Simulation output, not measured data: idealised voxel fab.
You're looking at the process module voxel gate over fins.
Displayed cross-section: cut, width of 300 nm, square cells sized 5 nm.
This document writes a cross-section as a grid whose cells are square, and gives it as bands, listed from the top down; one or more rows of cells form a band.
First you get the band's top height and its bottom height, in nm, and then the materials it's made of, left to right, with each width in nm. If you see a single material with "full width", that one covers the band edge to edge. "air" is empty space.
A quick word on heights: they are counted from 0, and under that level the wafer as it came to us is one material throughout. The lowest band is different from the rest in having no bottom; it simply continues downward, written as in "z 0 and below".
The expression "30 to 40" gives the width at the extremes of the band, the first number at its top row of cells and the second at its bottom row, with the width changing by equal amounts from each row to the next in between.
Step note "same as before" = no cross-section cell changed.
So "Enclosed cavities" is basically the list of trapped voids: any empty space of 8 cells or more that can't reach the top through an opening. They're written width x height at distance, the distance being from the left edge, and it's all nm.
The remark found on a step's line after its settings is issued by the simulator itself and pertains to that step.
overlay nm: where the mask lay relative to plan, measured to the right, on steps with a mask; negatives go left.

-- Process steps foreseen in the plan
1: RECEIVE with material Si
2: CONFORMAL_DEP with material SiN, thk nm 5
3: MASKED_ETCH with tone cover, mask id FINS, width nm 15, pitch nm 45, etch materials SiN, depth nm 5, overlay nm 0
4: MASKED_ETCH with tone cover, mask id FINS, width nm 15, pitch nm 45, etch materials Si, depth nm 35, overlay nm 0
5: FILL_DEP with material SiO2, thk nm 5
6: CMP with height nm 5
7: SELECTIVE_ETCH with etch materials SiO2, depth nm 20
8: STRIP with etch materials SiN
9: CONFORMAL_DEP with material HfO2, thk nm 5
10: CONFORMAL_DEP with material TiN, thk nm 5
11: CONFORMAL_DEP with material TiAl, thk nm 5
12: CONFORMAL_DEP with material TiN, thk nm 5
13: FILL_DEP with material W, thk nm 10
14: CMP with height nm 25
15: CONFORMAL_DEP with material SiCN, thk nm 5
The value of width nm given for step 3 in the plan refers to the first wafer; the wafers vary in this setting and are alike at the start.

-- Sectional view: first of several wafers, as received, after step 1
  z 0 and below  Si full width
  Enclosed cavities: none

-- Last step of the module is step 15; after it, the first of several wafers in cross-section
  z 30 to 25  SiCN full width
  z 25 to 20  W full width
  z 20 to 15  W 100 / TiN 100 / W 100
  z 15 to 10  W 100 / TiN 5 / TiAl 90 / TiN 5 / W 100
  z 10 to 5  W 100 / TiN 5 / TiAl 5 / TiN 35 / TiAl 10 / TiN 35 / TiAl 5 / TiN 5 / W 100
  z 5 to 0  TiN 105 / TiAl 5 / TiN 5 / HfO2 25 / TiN 5 / TiAl 10 / TiN 5 / HfO2 25 / TiN 5 / TiAl 5 / TiN 105
  z 0 to -5  TiAl 110 / TiN 5 / HfO2 5 / Si 15 / HfO2 5 / TiN 5 / TiAl 10 / TiN 5 / HfO2 5 / Si 15 / HfO2 5 / TiN 5 / TiAl 110
  z -5 to -10  TiN 115 / HfO2 5 / Si 15 / HfO2 5 / TiN 20 / HfO2 5 / Si 15 / HfO2 5 / TiN 115
  z -10 to -15  HfO2 120 / Si 15 / HfO2 30 / Si 15 / HfO2 120
  z -15 to -35  SiO2 120 / Si 15 / SiO2 30 / Si 15 / SiO2 120
  z -35 and below  Si full width
  Enclosed cavities: none

-- X-section, last wafer, module end
  z 30 to 25  SiCN full width
  z 25 to 20  W full width
  z 20 to 15  W 95 / TiN 115 / W 90
  z 15 to 10  W 95 / TiN 5 / TiAl 105 / TiN 5 / W 90
  z 10 to 5  W 95 / TiN 5 / TiAl 5 / TiN 95 / TiAl 5 / TiN 5 / W 90
  z 5 to 0  TiN 100 / TiAl 5 / TiN 5 / HfO2 40 / TiN 5 / HfO2 40 / TiN 5 / TiAl 5 / TiN 95
  z 0 to -5  TiAl 105 / TiN 5 / HfO2 5 / Si 30 / HfO2 5 / TiN 5 / HfO2 5 / Si 30 / HfO2 5 / TiN 5 / TiAl 100
  z -5 to -10  TiN 110 / HfO2 5 / Si 30 / HfO2 5 / TiN 5 / HfO2 5 / Si 30 / HfO2 5 / TiN 105
  z -10 to -15  HfO2 115 / Si 30 / HfO2 15 / Si 30 / HfO2 110
  z -15 to -35  SiO2 115 / Si 30 / SiO2 15 / Si 30 / SiO2 110
  z -35 and below  Si full width
  Enclosed cavities: none

-- Quick key for the table: a row per wafer, taken at the end of the module. For each material it tells you how many cells the wafer gained (+) or lost (-) since it came in, and the closed voids come after
width nm 15; +72 HfO2; -378 Si; +60 SiCN; +216 SiO2; +72 TiAl; +138 TiN; +180 W; Enclosed cavities: none
width nm 20; +72 HfO2; -364 Si; +60 SiCN; +208 SiO2; +69 TiAl; +138 TiN; +177 W; Enclosed cavities: none
width nm 25; +72 HfO2; -350 Si; +60 SiCN; +200 SiO2; +66 TiAl; +138 TiN; +174 W; Enclosed cavities: none
width nm 30; +72 HfO2; -336 Si; +60 SiCN; +192 SiO2; +66 TiAl; +135 TiN; +171 W; Enclosed cavities: none
